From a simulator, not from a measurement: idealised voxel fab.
The process module that follows is named voxel air gaps.
Each square cell in cross-section cut measures 5 nm, and the section as a whole is 170 nm wide.
How to read a cross-section here: the picture is a grid of square cells, written as bands going from the top down, and any band can span one or more rows of cells. Quick guide to a band line: top height, bottom height (nm) up front; then every material left to right with its width in nm. Only one material and it's marked "everywhere"? Then it fills the band edge to edge. And "blank" just means empty space. We count height from 0. Below that, the starting wafer is all one material. The lowest band never ends at the bottom but goes on down; see "top 0, no bottom" for how that is written. The width entry "30 to 40" should be interpreted row by row: the top row of cells in the band takes the first number, the bottom row takes the second number, and the change between adjacent rows is uniform throughout. Reading "nothing different" for a step: not a cell of the cross-section changed in it. Each empty space that has no open way to the top and spans at least 8 cells appears under "Voids lacking openings" as width x height at distance, the distance counted from the left edge, all in nm. That trailing text on a step's line, after the settings, is the simulator's own remark on the step. overlay nm: right-of-plan distance of the mask on a masked step; negative values mean left-of-plan.
## Process steps - plan
1 RECEIVE | material Si
2 CONFORMAL_DEP | material SiO2 | thk nm 15
3 CONFORMAL_DEP | material SiCN | thk nm 5
4 DIRECTIONAL_DEP | material lowk | thk nm 30
5 MASKED_ETCH | tone open | mask id LINES | width nm 15 | pitch nm 45 | etch materials lowk | depth nm 30 | overlay nm 0
6 CONFORMAL_DEP | material TiN | thk nm 5
7 FILL_DEP | material Cu | thk nm 10
8 CMP | height nm 50
9 EPI | material Ru | thk nm 10
10 SELECTIVE_ETCH | etch materials lowk | depth nm 40
11 CONFORMAL_DEP | material SiCN | thk nm 5
## Delivered wafer in cross-section: state after step 1
    top 0, no bottom = Si everywhere
    Voids lacking openings: none
## a wafer at the end: this start, this plan, one mistake
    top 65, bottom 60 = SiCN everywhere
    top 60, bottom 50 = Ru everywhere
    top 50, bottom 25 = 25 nm Cu, 5 nm TiN, 15 nm lowk, 5 nm TiN, 20 nm Cu, 5 nm TiN, 15 nm lowk, 5 nm TiN, 20 nm Cu, 5 nm TiN, 15 nm lowk, 5 nm TiN, 30 nm Cu
    top 25, bottom 20 = 30 nm TiN, 15 nm lowk, 30 nm TiN, 15 nm lowk, 30 nm TiN, 15 nm lowk, 35 nm TiN
    top 20, bottom 15 = SiCN everywhere
    top 15, bottom 0 = SiO2 everywhere
    top 0, no bottom = Si everywhere
    Voids lacking openings: none
Deviation from plan: note that step 5 departed from the planned setting and was carried out as MASKED_ETCH | tone cover | mask id LINES | width nm 15 | pitch nm 45 | etch materials lowk | depth nm 30 | overlay nm 0
